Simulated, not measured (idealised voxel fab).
The following is a process module called voxel gate over fins.
Square cell edge 5 nm, section width 220 nm, ID cut.
Cross-section spec: square-cell grid; bands listed top down; each band is one or more rows.
First you get the band's top height and its bottom height, in nm, and then the materials it's made of, left to right, with each width in nm. If you see a single material with "edge to edge", that one covers the band edge to edge. "empty" is empty space.
Height reference: 0 = level under which incoming wafer is all one material. Lowest band: no bottom, runs on downward, e.g. "0 nm and below".
A two-number width, for instance "30->40", indicates that the width is equal to the first number in the top row of the band and to the second number in the bottom row, and that it changes by a constant amount per row of cells.
What does "nothing changed" mean for a step? It means no cell of the cross-section changed in that step.
Entry "Voids, fully enclosed" = empty spaces >= 8 cells with no open way to the top; each as width x height at distance, distance from left edge, all nm.
On each step's line, the part that comes after the settings is the simulator's own comment on the step.
"overlay nm", when on a step's line for a step with a mask, measures how far to the right of its planned place the mask lay; a negative measure means to the left.
Guide to the pairs. Each holds a before and an after cross-section around one process step; the after cross-section is cut off at the lowest band that changed. Look under the pair for the step between them and its settings. Pairs can come from different runs of this module on the same starting wafer, so a pair follows on from the one above it only where its entry headed "Prior to processing" says it does.
### Prior to processing
	0 nm and below: Si edge to edge
	Voids, fully enclosed: none
### Cross-Section After Step
	10 nm to 0 nm: SiN edge to edge
	Unchanged below 0.
	Voids, fully enclosed: none
Between before and after above, the operation and settings are CONFORMAL_DEP | material SiN | thk nm 10
Prior to processing: It is represented by the cross-section appearing after the step of the pair directly above.
### Cross-Section After Step
	25 nm to 10 nm: 45 nm empty | 15 nm resist | 40 nm empty | 15 nm resist | 40 nm empty | 15 nm resist | 50 nm empty
	Unchanged below 10.
	Voids, fully enclosed: none
Between before and after above, the operation and settings are PATTERN | tone cover | mask id FINS | material resist | width nm 15 | pitch nm 55 | thk nm 15 | overlay nm 0
Prior to processing: It is represented by the cross-section appearing after the step of the pair directly above.
### Cross-Section After Step
	25 nm to 10 nm: 45 nm empty | 15 nm resist | 40 nm empty | 15 nm resist | 40 nm empty | 15 nm resist | 50 nm empty
	10 nm to 0 nm: 45 nm empty | 15 nm SiN | 40 nm empty | 15 nm SiN | 40 nm empty | 15 nm SiN | 50 nm empty
	Unchanged below 0.
	Voids, fully enclosed: none
Between before and after above, the operation and settings are DIRECTIONAL_ETCH | etch materials SiN | depth nm 10
Prior to processing: It is represented by the cross-section appearing after the step of the pair directly above.
### Cross-Section After Step
	25 nm to 10 nm: 45 nm empty | 15 nm resist | 40 nm empty | 15 nm resist | 40 nm empty | 15 nm resist | 50 nm empty
	10 nm to 0 nm: 45 nm empty | 15 nm SiN | 40 nm empty | 15 nm SiN | 40 nm empty | 15 nm SiN | 50 nm empty
	0 nm to -30 nm: 45 nm empty | 15 nm Si | 40 nm empty | 15 nm Si | 40 nm empty | 15 nm Si | 50 nm empty
	Unchanged below -30.
	Voids, fully enclosed: none
Between before and after above, the operation and settings are DIRECTIONAL_ETCH | etch materials Si | depth nm 30
Prior to processing: It is represented by the cross-section appearing after the step of the pair directly above.
### Cross-Section After Step
	10 nm to 0 nm: 45 nm empty | 15 nm SiN | 40 nm empty | 15 nm SiN | 40 nm empty | 15 nm SiN | 50 nm empty
	Unchanged below 0.
	Voids, fully enclosed: none
Between before and after above, the operation and settings are STRIP | etch materials resist
Prior to processing: It is represented by the cross-section appearing after the step of the pair directly above.
### Cross-Section After Step
	15 nm to 10 nm: SiO2 edge to edge
	10 nm to 0 nm: 45 nm SiO2 | 15 nm SiN | 40 nm SiO2 | 15 nm SiN | 40 nm SiO2 | 15 nm SiN | 50 nm SiO2
	0 nm to -30 nm: 45 nm SiO2 | 15 nm Si | 40 nm SiO2 | 15 nm Si | 40 nm SiO2 | 15 nm Si | 50 nm SiO2
	Unchanged below -30.
	Voids, fully enclosed: none
Between before and after above, the operation and settings are FILL_DEP | material SiO2 | thk nm 5
Prior to processing: It is represented by the cross-section appearing after the step of the pair directly above.
### Cross-Section After Step
	10 nm to 0 nm: 45 nm SiO2 | 15 nm SiN | 40 nm SiO2 | 15 nm SiN | 40 nm SiO2 | 15 nm SiN | 50 nm SiO2
	Unchanged below 0.
	Voids, fully enclosed: none
Between before and after above, the operation and settings are CMP | height nm 10
Prior to processing: It is represented by the cross-section appearing after the step of the pair directly above.
### Cross-Section After Step
	30 nm to 10 nm: 70 nm resist | 15 nm empty | 135 nm resist
	Unchanged below 10.
	Voids, fully enclosed: none
Between before and after above, the operation and settings are PATTERN | tone open | mask id RAIL | material resist | width nm 15 | thk nm 20 | overlay nm 0
Prior to processing: It is represented by the cross-section appearing after the step of the pair directly above.
### Cross-Section After Step
	30 nm to 10 nm: 70 nm resist | 15 nm empty | 135 nm resist
	10 nm to 0 nm: 45 nm SiO2 | 15 nm SiN | 10 nm SiO2 | 15 nm empty | 15 nm SiO2 | 15 nm SiN | 40 nm SiO2 | 15 nm SiN | 50 nm SiO2
	0 nm to -25 nm: 45 nm SiO2 | 15 nm Si | 10 nm SiO2 | 15 nm empty | 15 nm SiO2 | 15 nm Si | 40 nm SiO2 | 15 nm Si | 50 nm SiO2
	Unchanged below -25.
	Voids, fully enclosed: none
Between before and after above, the operation and settings are DIRECTIONAL_ETCH | etch materials SiO2 | depth nm 35
Prior to processing: It is represented by the cross-section appearing after the step of the pair directly above.
### Cross-Section After Step
	10 nm to 0 nm: 45 nm SiO2 | 15 nm SiN | 10 nm SiO2 | 15 nm empty | 15 nm SiO2 | 15 nm SiN | 40 nm SiO2 | 15 nm SiN | 50 nm SiO2
	Unchanged below 0.
	Voids, fully enclosed: none
Between before and after above, the operation and settings are STRIP | etch materials resist
Prior to processing: It is represented by the cross-section appearing after the step of the pair directly above.
### Cross-Section After Step
	15 nm to 10 nm: 75 nm TiN | 5 nm empty | 140 nm TiN
	10 nm to 0 nm: 45 nm SiO2 | 15 nm SiN | 10 nm SiO2 | 5 nm TiN | 5 nm empty | 5 nm TiN | 15 nm SiO2 | 15 nm SiN | 40 nm SiO2 | 15 nm SiN | 50 nm SiO2
	0 nm to -20 nm: 45 nm SiO2 | 15 nm Si | 10 nm SiO2 | 5 nm TiN | 5 nm empty | 5 nm TiN | 15 nm SiO2 | 15 nm Si | 40 nm SiO2 | 15 nm Si | 50 nm SiO2
	-20 nm to -25 nm: 45 nm SiO2 | 15 nm Si | 10 nm SiO2 | 15 nm TiN | 15 nm SiO2 | 15 nm Si | 40 nm SiO2 | 15 nm Si | 50 nm SiO2
	Unchanged below -25.
	Voids, fully enclosed: none
Between before and after above, the operation and settings are CONFORMAL_DEP | material TiN | thk nm 5
Prior to processing: It is represented by the cross-section appearing after the step of the pair directly above.
### Cross-Section After Step
	20 nm to 15 nm: W edge to edge
	15 nm to 10 nm: 75 nm TiN | 5 nm W | 140 nm TiN
	10 nm to 0 nm: 45 nm SiO2 | 15 nm SiN | 10 nm SiO2 | 5 nm TiN | 5 nm W | 5 nm TiN | 15 nm SiO2 | 15 nm SiN | 40 nm SiO2 | 15 nm SiN | 50 nm SiO2
	0 nm to -20 nm: 45 nm SiO2 | 15 nm Si | 10 nm SiO2 | 5 nm TiN | 5 nm W | 5 nm TiN | 15 nm SiO2 | 15 nm Si | 40 nm SiO2 | 15 nm Si | 50 nm SiO2
	Unchanged below -20.
	Voids, fully enclosed: none
Between before and after above, the operation and settings are FILL_DEP | material W | thk nm 5
Prior to processing: It is represented by the cross-section appearing after the step of the pair directly above.
### Cross-Section After Step
	10 nm to 0 nm: 45 nm SiO2 | 15 nm SiN | 10 nm SiO2 | 5 nm TiN | 5 nm W | 5 nm TiN | 15 nm SiO2 | 15 nm SiN | 40 nm SiO2 | 15 nm SiN | 50 nm SiO2
	Unchanged below 0.
	Voids, fully enclosed: none
Between before and after above, the operation and settings are CMP | height nm 10
Prior to processing: It is represented by the cross-section appearing after the step of the pair directly above.
### Cross-Section After Step
	10 nm to 0 nm: 45 nm SiO2 | 15 nm SiN | 10 nm SiO2 | 15 nm empty | 15 nm SiO2 | 15 nm SiN | 40 nm SiO2 | 15 nm SiN | 50 nm SiO2
	0 nm to -20 nm: 45 nm SiO2 | 15 nm Si | 10 nm SiO2 | 15 nm empty | 15 nm SiO2 | 15 nm Si | 40 nm SiO2 | 15 nm Si | 50 nm SiO2
	Unchanged below -20.
	Voids, fully enclosed: none
Between before and after above, the operation and settings are SELECTIVE_ETCH | etch materials W Ru TiN | depth nm 30
Prior to processing: It is represented by the cross-section appearing after the step of the pair directly above.
### Cross-Section After Step
	15 nm to 10 nm: SiO2 edge to edge
	10 nm to 0 nm: 45 nm SiO2 | 15 nm SiN | 40 nm SiO2 | 15 nm SiN | 40 nm SiO2 | 15 nm SiN | 50 nm SiO2
	0 nm to -20 nm: 45 nm SiO2 | 15 nm Si | 40 nm SiO2 | 15 nm Si | 40 nm SiO2 | 15 nm Si | 50 nm SiO2
	Unchanged below -20.
	Voids, fully enclosed: none
Between before and after above, the operation and settings are FILL_DEP | material SiO2 | thk nm 5
Prior to processing: It is represented by the cross-section appearing after the step of the pair directly above.
### Cross-Section After Step
	10 nm to 0 nm: 45 nm SiO2 | 15 nm SiN | 40 nm SiO2 | 15 nm SiN | 40 nm SiO2 | 15 nm SiN | 50 nm SiO2
	Unchanged below 0.
	Voids, fully enclosed: none
Between before and after above, the operation and settings are CMP | height nm 10
Prior to processing: It is represented by the cross-section appearing after the step of the pair directly above.
### Cross-Section After Step
	10 nm to 0 nm: 45 nm empty | 15 nm SiN | 40 nm empty | 15 nm SiN | 40 nm empty | 15 nm SiN | 50 nm empty
	0 nm to -10 nm: 45 nm empty | 15 nm Si | 40 nm empty | 15 nm Si | 40 nm empty | 15 nm Si | 50 nm empty
	Unchanged below -10.
	Voids, fully enclosed: none
Between before and after above, the operation and settings are SELECTIVE_ETCH | etch materials SiO2 | depth nm 20
Prior to processing: It is represented by the cross-section appearing after the step of the pair directly above.
### Cross-Section After Step
	0 nm to -10 nm: 45 nm empty | 15 nm Si | 40 nm empty | 15 nm Si | 40 nm empty | 15 nm Si | 50 nm empty
	Unchanged below -10.
	Voids, fully enclosed: none
Between before and after above, the operation and settings are STRIP | etch materials SiN
Prior to processing: It is represented by the cross-section appearing after the step of the pair directly above.
### Cross-Section After Step
	5 nm to 0 nm: 40 nm empty | 25 nm HfO2 | 30 nm empty | 25 nm HfO2 | 30 nm empty | 25 nm HfO2 | 45 nm empty
	0 nm to -5 nm: 40 nm empty | 5 nm HfO2 | 15 nm Si | 5 nm HfO2 | 30 nm empty | 5 nm HfO2 | 15 nm Si | 5 nm HfO2 | 30 nm empty | 5 nm HfO2 | 15 nm Si | 5 nm HfO2 | 45 nm empty
	-5 nm to -10 nm: 45 nm HfO2 | 15 nm Si | 40 nm HfO2 | 15 nm Si | 40 nm HfO2 | 15 nm Si | 50 nm HfO2
	Unchanged below -10.
	Voids, fully enclosed: none
Between before and after above, the operation and settings are CONFORMAL_DEP | material HfO2 | thk nm 5
Prior to processing: It is represented by the cross-section appearing after the step of the pair directly above.
### Cross-Section After Step
	10 nm to 5 nm: 35 nm empty | 35 nm TiN | 20 nm empty | 35 nm TiN | 20 nm empty | 35 nm TiN | 40 nm empty
	5 nm to 0 nm: 35 nm empty | 5 nm TiN | 25 nm HfO2 | 5 nm TiN | 20 nm empty | 5 nm TiN | 25 nm HfO2 | 5 nm TiN | 20 nm empty | 5 nm TiN | 25 nm HfO2 | 5 nm TiN | 40 nm empty
	0 nm to -5 nm: 40 nm TiN | 5 nm HfO2 | 15 nm Si | 5 nm HfO2 | 30 nm TiN | 5 nm HfO2 | 15 nm Si | 5 nm HfO2 | 30 nm TiN | 5 nm HfO2 | 15 nm Si | 5 nm HfO2 | 45 nm TiN
	Unchanged below -5.
	Voids, fully enclosed: none
Between before and after above, the operation and settings are CONFORMAL_DEP | material TiN | thk nm 5
Prior to processing: It is represented by the cross-section appearing after the step of the pair directly above.
### Cross-Section After Step
	25 nm to 10 nm: W edge to edge
	10 nm to 5 nm: 35 nm W | 35 nm TiN | 20 nm W | 35 nm TiN | 20 nm W | 35 nm TiN | 40 nm W
	5 nm to 0 nm: 35 nm W | 5 nm TiN | 25 nm HfO2 | 5 nm TiN | 20 nm W | 5 nm TiN | 25 nm HfO2 | 5 nm TiN | 20 nm W | 5 nm TiN | 25 nm HfO2 | 5 nm TiN | 40 nm W
	Unchanged below 0.
	Voids, fully enclosed: none
Between before and after above, the operation and settings are FILL_DEP | material W | thk nm 15
Prior to processing: It is represented by the cross-section appearing after the step of the pair directly above.
### Cross-Section After Step
	20 nm to 10 nm: W edge to edge
	Unchanged below 10.
	Voids, fully enclosed: none
Between before and after above, the operation and settings are CMP | height nm 20
Prior to processing: It is represented by the cross-section appearing after the step of the pair directly above.
### Cross-Section After Step
	30 nm to 20 nm: SiCN edge to edge
	Unchanged below 20.
	Voids, fully enclosed: none
Between before and after above, the operation and settings are CONFORMAL_DEP | material SiCN | thk nm 10
### Prior to processing
	0 nm to -10 nm: 45 nm empty | 15 nm Si | 40 nm empty | 15 nm Si | 40 nm empty | 15 nm Si | 50 nm empty
	-10 nm to -20 nm: 45 nm SiO2 | 15 nm Si | 40 nm SiO2 | 15 nm Si | 40 nm SiO2 | 15 nm Si | 50 nm SiO2
	-20 nm to -25 nm: 45 nm SiO2 | 15 nm Si | 10 nm SiO2 | 15 nm TiN | 15 nm SiO2 | 15 nm Si | 40 nm SiO2 | 15 nm Si | 50 nm SiO2
	-25 nm to -30 nm: 45 nm SiO2 | 15 nm Si | 40 nm SiO2 | 15 nm Si | 40 nm SiO2 | 15 nm Si | 50 nm SiO2
	-30 nm and below: Si edge to edge
	Voids, fully enclosed: none
### Cross-Section After Step
	5 nm to 0 nm: 40 nm empty | 25 nm TiN | 30 nm empty | 25 nm TiN | 30 nm empty | 25 nm TiN | 45 nm empty
	0 nm to -5 nm: 40 nm empty | 5 nm TiN | 15 nm Si | 5 nm TiN | 30 nm empty | 5 nm TiN | 15 nm Si | 5 nm TiN | 30 nm empty | 5 nm TiN | 15 nm Si | 5 nm TiN | 45 nm empty
	-5 nm to -10 nm: 45 nm TiN | 15 nm Si | 40 nm TiN | 15 nm Si | 40 nm TiN | 15 nm Si | 50 nm TiN
	Unchanged below -10.
	Voids, fully enclosed: none
Between before and after above, the operation and settings are CONFORMAL_DEP | material TiN | thk nm 5
Prior to processing: It is represented by the cross-section appearing after the step of the pair directly above.
### Cross-Section After Step
	20 nm to 5 nm: W edge to edge
	5 nm to 0 nm: 40 nm W | 25 nm TiN | 30 nm W | 25 nm TiN | 30 nm W | 25 nm TiN | 45 nm W
	0 nm to -5 nm: 40 nm W | 5 nm TiN | 15 nm Si | 5 nm TiN | 30 nm W | 5 nm TiN | 15 nm Si | 5 nm TiN | 30 nm W | 5 nm TiN | 15 nm Si | 5 nm TiN | 45 nm W
	Unchanged below -5.
	Voids, fully enclosed: none
Between before and after above, the operation and settings are FILL_DEP | material W | thk nm 15
Prior to processing: It is represented by the cross-section appearing after the step of the pair directly above.
### Cross-Section After Step
	30 nm to 20 nm: SiCN edge to edge
	Unchanged below 20.
	Voids, fully enclosed: none
Between before and after above, the operation and settings are CONFORMAL_DEP | material SiCN | thk nm 10
### Prior to processing
	10 nm to 0 nm: 45 nm empty | 15 nm SiN | 40 nm empty | 15 nm SiN | 40 nm empty | 15 nm SiN | 50 nm empty
	0 nm to -10 nm: 45 nm empty | 15 nm Si | 40 nm empty | 15 nm Si | 40 nm empty | 15 nm Si | 50 nm empty
	-10 nm to -20 nm: 45 nm SiO2 | 15 nm Si | 40 nm SiO2 | 15 nm Si | 40 nm SiO2 | 15 nm Si | 50 nm SiO2
	-20 nm to -25 nm: 45 nm SiO2 | 15 nm Si | 10 nm SiO2 | 15 nm TiN | 15 nm SiO2 | 15 nm Si | 40 nm SiO2 | 15 nm Si | 50 nm SiO2
	-25 nm to -30 nm: 45 nm SiO2 | 15 nm Si | 40 nm SiO2 | 15 nm Si | 40 nm SiO2 | 15 nm Si | 50 nm SiO2
	-30 nm and below: Si edge to edge
	Voids, fully enclosed: none
### Cross-Section After Step
	10 nm to 0 nm: 45 nm empty | 15 nm SiN | 40 nm empty | 15 nm SiN | 40 nm empty | 15 nm SiN | 50 nm empty
	0 nm to -20 nm: 45 nm empty | 15 nm Si | 40 nm empty | 15 nm Si | 40 nm empty | 15 nm Si | 50 nm empty
	-20 nm to -25 nm: 45 nm empty | 15 nm Si | 10 nm empty | 15 nm TiN | 15 nm empty | 15 nm Si | 40 nm empty | 15 nm Si | 50 nm empty
	-25 nm to -30 nm: 45 nm empty | 15 nm Si | 15 nm empty | 5 nm SiO2 | 20 nm empty | 15 nm Si | 40 nm empty | 15 nm Si | 50 nm empty
	Unchanged below -30.
	Voids, fully enclosed: none
Between before and after above, the operation and settings are SELECTIVE_ETCH | etch materials SiO2 | depth nm 20
Prior to processing: It is represented by the cross-section appearing after the step of the pair directly above.
### Cross-Section After Step
	0 nm to -20 nm: 45 nm empty | 15 nm Si | 40 nm empty | 15 nm Si | 40 nm empty | 15 nm Si | 50 nm empty
	Unchanged below -20.
	Voids, fully enclosed: none
Between before and after above, the operation and settings are STRIP | etch materials SiN
Prior to processing: It is represented by the cross-section appearing after the step of the pair directly above.
### Cross-Section After Step
	5 nm to 0 nm: 40 nm empty | 25 nm HfO2 | 30 nm empty | 25 nm HfO2 | 30 nm empty | 25 nm HfO2 | 45 nm empty
	0 nm to -15 nm: 40 nm empty | 5 nm HfO2 | 15 nm Si | 5 nm HfO2 | 30 nm empty | 5 nm HfO2 | 15 nm Si | 5 nm HfO2 | 30 nm empty | 5 nm HfO2 | 15 nm Si | 5 nm HfO2 | 45 nm empty
	-15 nm to -20 nm: 40 nm empty | 5 nm HfO2 | 15 nm Si | 30 nm HfO2 | 5 nm empty | 5 nm HfO2 | 15 nm Si | 5 nm HfO2 | 30 nm empty | 5 nm HfO2 | 15 nm Si | 5 nm HfO2 | 45 nm empty
	-20 nm to -25 nm: 40 nm empty | 5 nm HfO2 | 15 nm Si | 10 nm HfO2 | 15 nm TiN | 5 nm HfO2 | 5 nm empty | 5 nm HfO2 | 15 nm Si | 5 nm HfO2 | 30 nm empty | 5 nm HfO2 | 15 nm Si | 5 nm HfO2 | 45 nm empty
	-25 nm to -30 nm: 45 nm HfO2 | 15 nm Si | 15 nm HfO2 | 5 nm SiO2 | 20 nm HfO2 | 15 nm Si | 40 nm HfO2 | 15 nm Si | 50 nm HfO2
	Unchanged below -30.
	Voids, fully enclosed: none
Between before and after above, the operation and settings are CONFORMAL_DEP | material HfO2 | thk nm 5
Prior to processing: It is represented by the cross-section appearing after the step of the pair directly above.
### Cross-Section After Step
	10 nm to 5 nm: 35 nm empty | 35 nm TiN | 20 nm empty | 35 nm TiN | 20 nm empty | 35 nm TiN | 40 nm empty
	5 nm to 0 nm: 35 nm empty | 5 nm TiN | 25 nm HfO2 | 5 nm TiN | 20 nm empty | 5 nm TiN | 25 nm HfO2 | 5 nm TiN | 20 nm empty | 5 nm TiN | 25 nm HfO2 | 5 nm TiN | 40 nm empty
	0 nm to -10 nm: 35 nm empty | 5 nm TiN | 5 nm HfO2 | 15 nm Si | 5 nm HfO2 | 5 nm TiN | 20 nm empty | 5 nm TiN | 5 nm HfO2 | 15 nm Si | 5 nm HfO2 | 5 nm TiN | 20 nm empty | 5 nm TiN | 5 nm HfO2 | 15 nm Si | 5 nm HfO2 | 5 nm TiN | 40 nm empty
	-10 nm to -20 nm: 35 nm empty | 5 nm TiN | 5 nm HfO2 | 15 nm Si | 5->30 nm HfO2 | 30->5 nm TiN | 5 nm HfO2 | 15 nm Si | 5 nm HfO2 | 5 nm TiN | 20 nm empty | 5 nm TiN | 5 nm HfO2 | 15 nm Si | 5 nm HfO2 | 5 nm TiN | 40 nm empty
	-20 nm to -25 nm: 40 nm TiN | 5 nm HfO2 | 15 nm Si | 10 nm HfO2 | 15 nm TiN | 5 nm HfO2 | 5 nm TiN | 5 nm HfO2 | 15 nm Si | 5 nm HfO2 | 30 nm TiN | 5 nm HfO2 | 15 nm Si | 5 nm HfO2 | 45 nm TiN
	Unchanged below -25.
	Voids, fully enclosed: none
Between before and after above, the operation and settings are CONFORMAL_DEP | material TiN | thk nm 5
Prior to processing: It is represented by the cross-section appearing after the step of the pair directly above.
### Cross-Section After Step
	25 nm to 10 nm: W edge to edge
	10 nm to 5 nm: 35 nm W | 35 nm TiN | 20 nm W | 35 nm TiN | 20 nm W | 35 nm TiN | 40 nm W
	5 nm to 0 nm: 35 nm W | 5 nm TiN | 25 nm HfO2 | 5 nm TiN | 20 nm W | 5 nm TiN | 25 nm HfO2 | 5 nm TiN | 20 nm W | 5 nm TiN | 25 nm HfO2 | 5 nm TiN | 40 nm W
	0 nm to -10 nm: 35 nm W | 5 nm TiN | 5 nm HfO2 | 15 nm Si | 5 nm HfO2 | 5 nm TiN | 20 nm W | 5 nm TiN | 5 nm HfO2 | 15 nm Si | 5 nm HfO2 | 5 nm TiN | 20 nm W | 5 nm TiN | 5 nm HfO2 | 15 nm Si | 5 nm HfO2 | 5 nm TiN | 40 nm W
	-10 nm to -20 nm: 35 nm W | 5 nm TiN | 5 nm HfO2 | 15 nm Si | 5->30 nm HfO2 | 30->5 nm TiN | 5 nm HfO2 | 15 nm Si | 5 nm HfO2 | 5 nm TiN | 20 nm W | 5 nm TiN | 5 nm HfO2 | 15 nm Si | 5 nm HfO2 | 5 nm TiN | 40 nm W
	Unchanged below -20.
	Voids, fully enclosed: none
Between before and after above, the operation and settings are FILL_DEP | material W | thk nm 15
Prior to processing: It is represented by the cross-section appearing after the step of the pair directly above.
### Cross-Section After Step
	20 nm to 10 nm: W edge to edge
	Unchanged below 10.
	Voids, fully enclosed: none
Between before and after above, the operation and settings are CMP | height nm 20
Prior to processing: It is represented by the cross-section appearing after the step of the pair directly above.
### Cross-Section After Step
	30 nm to 20 nm: SiCN edge to edge
	Unchanged below 20.
	Voids, fully enclosed: none
Between before and after above, the operation and settings are CONFORMAL_DEP | material SiCN | thk nm 10
### Prior to processing
	10 nm to 0 nm: 45 nm SiO2 | 15 nm SiN | 40 nm SiO2 | 15 nm SiN | 40 nm SiO2 | 15 nm SiN | 50 nm SiO2
	0 nm to -20 nm: 45 nm SiO2 | 15 nm Si | 40 nm SiO2 | 15 nm Si | 40 nm SiO2 | 15 nm Si | 50 nm SiO2
	-20 nm to -25 nm: 45 nm SiO2 | 15 nm Si | 10 nm SiO2 | 15 nm TiN | 15 nm SiO2 | 15 nm Si | 40 nm SiO2 | 15 nm Si | 50 nm SiO2
	-25 nm to -30 nm: 45 nm SiO2 | 15 nm Si | 40 nm SiO2 | 15 nm Si | 40 nm SiO2 | 15 nm Si | 50 nm SiO2
	-30 nm and below: Si edge to edge
	Voids, fully enclosed: none
### Cross-Section After Step
	10 nm to 0 nm: 45 nm SiO2 | 15 nm empty | 40 nm SiO2 | 15 nm empty | 40 nm SiO2 | 15 nm empty | 50 nm SiO2
	Unchanged below 0.
	Voids, fully enclosed: none
Between before and after above, the operation and settings are STRIP | etch materials SiN
Prior to processing: It is represented by the cross-section appearing after the step of the pair directly above.
### Cross-Section After Step
	0 nm to -10 nm: 45 nm empty | 15 nm Si | 40 nm empty | 15 nm Si | 40 nm empty | 15 nm Si | 50 nm empty
	-10 nm to -20 nm: 25 nm SiO2 | 20 nm empty | 15 nm Si | 40 nm empty | 15 nm Si | 40 nm empty | 15 nm Si | 20 nm empty | 30 nm SiO2
	Unchanged below -20.
	Voids, fully enclosed: none
Between before and after above, the operation and settings are SELECTIVE_ETCH | etch materials SiO2 | depth nm 20
Prior to processing: It is represented by the cross-section appearing after the step of the pair directly above.
### Cross-Section After Step
	5 nm to 0 nm: 40 nm empty | 25 nm HfO2 | 30 nm empty | 25 nm HfO2 | 30 nm empty | 25 nm HfO2 | 45 nm empty
	0 nm to -5 nm: 40 nm empty | 5 nm HfO2 | 15 nm Si | 5 nm HfO2 | 30 nm empty | 5 nm HfO2 | 15 nm Si | 5 nm HfO2 | 30 nm empty | 5 nm HfO2 | 15 nm Si | 5 nm HfO2 | 45 nm empty
	-5 nm to -10 nm: 30 nm HfO2 | 10 nm empty | 5 nm HfO2 | 15 nm Si | 5 nm HfO2 | 30 nm empty | 5 nm HfO2 | 15 nm Si | 5 nm HfO2 | 30 nm empty | 5 nm HfO2 | 15 nm Si | 5 nm HfO2 | 10 nm empty | 35 nm HfO2
	-10 nm to -15 nm: 25 nm SiO2 | 5 nm HfO2 | 10 nm empty | 5 nm HfO2 | 15 nm Si | 5 nm HfO2 | 30 nm empty | 5 nm HfO2 | 15 nm Si | 5 nm HfO2 | 30 nm empty | 5 nm HfO2 | 15 nm Si | 5 nm HfO2 | 10 nm empty | 5 nm HfO2 | 30 nm SiO2
	-15 nm to -20 nm: 25 nm SiO2 | 20 nm HfO2 | 15 nm Si | 40 nm HfO2 | 15 nm Si | 40 nm HfO2 | 15 nm Si | 20 nm HfO2 | 30 nm SiO2
	Unchanged below -20.
	Voids, fully enclosed: none
Between before and after above, the operation and settings are CONFORMAL_DEP | material HfO2 | thk nm 5
Prior to processing: It is represented by the cross-section appearing after the step of the pair directly above.
### Cross-Section After Step
	10 nm to 5 nm: 35 nm empty | 35 nm TiN | 20 nm empty | 35 nm TiN | 20 nm empty | 35 nm TiN | 40 nm empty
	5 nm to 0 nm: 35 nm empty | 5 nm TiN | 25 nm HfO2 | 5 nm TiN | 20 nm empty | 5 nm TiN | 25 nm HfO2 | 5 nm TiN | 20 nm empty | 5 nm TiN | 25 nm HfO2 | 5 nm TiN | 40 nm empty
	0 nm to -5 nm: 40 nm TiN | 5 nm HfO2 | 15 nm Si | 5 nm HfO2 | 5 nm TiN | 20 nm empty | 5 nm TiN | 5 nm HfO2 | 15 nm Si | 5 nm HfO2 | 5 nm TiN | 20 nm empty | 5 nm TiN | 5 nm HfO2 | 15 nm Si | 5 nm HfO2 | 45 nm TiN
	-5 nm to -10 nm: 30 nm HfO2 | 10 nm TiN | 5 nm HfO2 | 15 nm Si | 5 nm HfO2 | 5 nm TiN | 20 nm empty | 5 nm TiN | 5 nm HfO2 | 15 nm Si | 5 nm HfO2 | 5 nm TiN | 20 nm empty | 5 nm TiN | 5 nm HfO2 | 15 nm Si | 5 nm HfO2 | 10 nm TiN | 35 nm HfO2
	-10 nm to -15 nm: 25 nm SiO2 | 5 nm HfO2 | 10 nm TiN | 5 nm HfO2 | 15 nm Si | 5 nm HfO2 | 30 nm TiN | 5 nm HfO2 | 15 nm Si | 5 nm HfO2 | 30 nm TiN | 5 nm HfO2 | 15 nm Si | 5 nm HfO2 | 10 nm TiN | 5 nm HfO2 | 30 nm SiO2
	Unchanged below -15.
	Voids, fully enclosed: none
Between before and after above, the operation and settings are CONFORMAL_DEP | material TiN | thk nm 5
Prior to processing: It is represented by the cross-section appearing after the step of the pair directly above.
### Cross-Section After Step
	25 nm to 10 nm: W edge to edge
	10 nm to 5 nm: 35 nm W | 35 nm TiN | 20 nm W | 35 nm TiN | 20 nm W | 35 nm TiN | 40 nm W
	5 nm to 0 nm: 35 nm W | 5 nm TiN | 25 nm HfO2 | 5 nm TiN | 20 nm W | 5 nm TiN | 25 nm HfO2 | 5 nm TiN | 20 nm W | 5 nm TiN | 25 nm HfO2 | 5 nm TiN | 40 nm W
	0 nm to -5 nm: 40 nm TiN | 5 nm HfO2 | 15 nm Si | 5 nm HfO2 | 5 nm TiN | 20 nm W | 5 nm TiN | 5 nm HfO2 | 15 nm Si | 5 nm HfO2 | 5 nm TiN | 20 nm W | 5 nm TiN | 5 nm HfO2 | 15 nm Si | 5 nm HfO2 | 45 nm TiN
	-5 nm to -10 nm: 30 nm HfO2 | 10 nm TiN | 5 nm HfO2 | 15 nm Si | 5 nm HfO2 | 5 nm TiN | 20 nm W | 5 nm TiN | 5 nm HfO2 | 15 nm Si | 5 nm HfO2 | 5 nm TiN | 20 nm W | 5 nm TiN | 5 nm HfO2 | 15 nm Si | 5 nm HfO2 | 10 nm TiN | 35 nm HfO2
	Unchanged below -10.
	Voids, fully enclosed: none
Between before and after above, the operation and settings are FILL_DEP | material W | thk nm 15
Prior to processing: It is represented by the cross-section appearing after the step of the pair directly above.
### Cross-Section After Step
	20 nm to 10 nm: W edge to edge
	Unchanged below 10.
	Voids, fully enclosed: none
Between before and after above, the operation and settings are CMP | height nm 20
Prior to processing: It is represented by the cross-section appearing after the step of the pair directly above.
### Cross-Section After Step
	30 nm to 20 nm: SiCN edge to edge
	Unchanged below 20.
	Voids, fully enclosed: none
Between before and after above, the operation and settings are CONFORMAL_DEP | material SiCN | thk nm 10
### Prior to processing
	25 nm to 10 nm: W edge to edge
	10 nm to 5 nm: 35 nm W | 35 nm TiN | 20 nm W | 35 nm TiN | 20 nm W | 35 nm TiN | 40 nm W
	5 nm to 0 nm: 35 nm W | 5 nm TiN | 25 nm HfO2 | 5 nm TiN | 20 nm W | 5 nm TiN | 25 nm HfO2 | 5 nm TiN | 20 nm W | 5 nm TiN | 25 nm HfO2 | 5 nm TiN | 40 nm W
	0 nm to -5 nm: 40 nm TiN | 5 nm HfO2 | 15 nm Si | 5 nm HfO2 | 30 nm TiN | 5 nm HfO2 | 15 nm Si | 5 nm HfO2 | 30 nm TiN | 5 nm HfO2 | 15 nm Si | 5 nm HfO2 | 45 nm TiN
	-5 nm to -10 nm: 45 nm HfO2 | 15 nm Si | 40 nm HfO2 | 15 nm Si | 40 nm HfO2 | 15 nm Si | 50 nm HfO2
	-10 nm to -20 nm: 45 nm SiO2 | 15 nm Si | 40 nm SiO2 | 15 nm Si | 40 nm SiO2 | 15 nm Si | 50 nm SiO2
	-20 nm to -25 nm: 45 nm SiO2 | 15 nm Si | 10 nm SiO2 | 15 nm TiN | 15 nm SiO2 | 15 nm Si | 40 nm SiO2 | 15 nm Si | 50 nm SiO2
	-25 nm to -30 nm: 45 nm SiO2 | 15 nm Si | 40 nm SiO2 | 15 nm Si | 40 nm SiO2 | 15 nm Si | 50 nm SiO2
	-30 nm and below: Si edge to edge
	Voids, fully enclosed: none
### Cross-Section After Step
	15 nm to 10 nm: W edge to edge
	Unchanged below 10.
	Voids, fully enclosed: none
Between before and after above, the operation and settings are CMP | height nm 15
